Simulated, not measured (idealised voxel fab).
Process module heading - voxel self aligned vias
285 nm wide, 5 nm square cells: that's cross-section cut.
A cross-section in this document is a grid of square cells, and it is written down as bands, the top band listed before the ones below it; a band is made up of one or more rows of cells. Heads up on the band format: heights come first, top then bottom, in nm. After that it's the materials left to right, each with its width in nm. A single material flagged "edge to edge" fills the whole band edge to edge, and "empty" means there's empty space there. We count height from 0. Below that, the starting wafer is all one material. The lowest band never ends at the bottom but goes on down; see "0..down" for how that is written. Graded width ("30..40"): value in top row of band = first number; value in bottom row = second number; row-to-row change constant. "no alterations made" (step): cross-section cells unchanged, all of them. Look at "Closed voids list" for the closed voids: empty spaces with no open path to the top, sized 8 cells or up. Each is width x height at distance, distance from the left edge, all nm. after a step's settings: what the simulator itself notes on the step. overlay nm: where the mask lay relative to plan, measured to the right, on steps with a mask; negatives go left.

INTENDED PROCESS STEPS
step 1: RECEIVE | material Si
step 2: CONFORMAL_DEP | material SiO2 | thk nm 10
step 3: CONFORMAL_DEP | material SiCN | thk nm 5
step 4: DIRECTIONAL_DEP | material lowk | thk nm 30
step 5: MASKED_ETCH | tone open | mask id LINES | width nm 30 | pitch nm 75 | etch materials lowk | depth nm 30 | overlay nm 0
step 6: CONFORMAL_DEP | material TiN | thk nm 5
step 7: FILL_DEP | material Ru | thk nm 5
step 8: CMP | height nm 45
step 9: SELECTIVE_ETCH | etch materials W Ru TiN | depth nm 5
step 10: FILL_DEP | material SiN | thk nm 5
step 11: CMP | height nm 45
step 12: DIRECTIONAL_DEP | material lowk | thk nm 20
step 13: MASKED_ETCH | tone open | mask id VIAS | width nm 50 | pitch nm 75 | etch materials lowk | depth nm 20 | overlay nm 0
step 14: MASKED_ETCH | tone open | mask id VIAS | width nm 50 | pitch nm 75 | etch materials SiN | depth nm 5 | overlay nm 0
step 15: CONFORMAL_DEP | material TiN | thk nm 5
step 16: FILL_DEP | material Cu | thk nm 5
step 17: CMP | height nm 65
step 18: CONFORMAL_DEP | material SiCN | thk nm 5

CROSS-SECTION OF THE WAFER UPON ARRIVAL, REPRESENTING THE STATE REACHED AFTER STEP 1
* 0..down  Si edge to edge
* Closed voids list: none

THE FOLLOWING CROSS-SECTION DEPICTS THE WAFER UPON CONCLUSION OF THE MODULE. PROCESSING COMMENCED FROM THE STARTING CONDITION ILLUSTRATED ABOVE AND ADHERED TO THE PLAN ILLUSTRATED ABOVE, SAVE FOR ONE MISTAKE IN EXECUTION
* 70..65  SiCN edge to edge
* 65..45  lowk=80 / TiN=5 / Cu=40 / TiN=5 / lowk=25 / TiN=5 / Cu=40 / TiN=5 / lowk=80
* 45..40  SiN=80 / TiN=50 / SiN=25 / TiN=50 / SiN=80
* 40..35  TiN=95 / Ru=20 / TiN=55 / Ru=20 / TiN=95
* 35..10  lowk=90 / TiN=5 / Ru=20 / TiN=5 / lowk=45 / TiN=5 / Ru=20 / TiN=5 / lowk=90
* 10..5  lowk=90 / TiN=30 / lowk=45 / TiN=30 / lowk=90
* 5..0  SiCN edge to edge
* 0..down  Si edge to edge
* Closed voids list: none
The plan and the run diverged here: step 2 was dropped from the plan's execution and never run
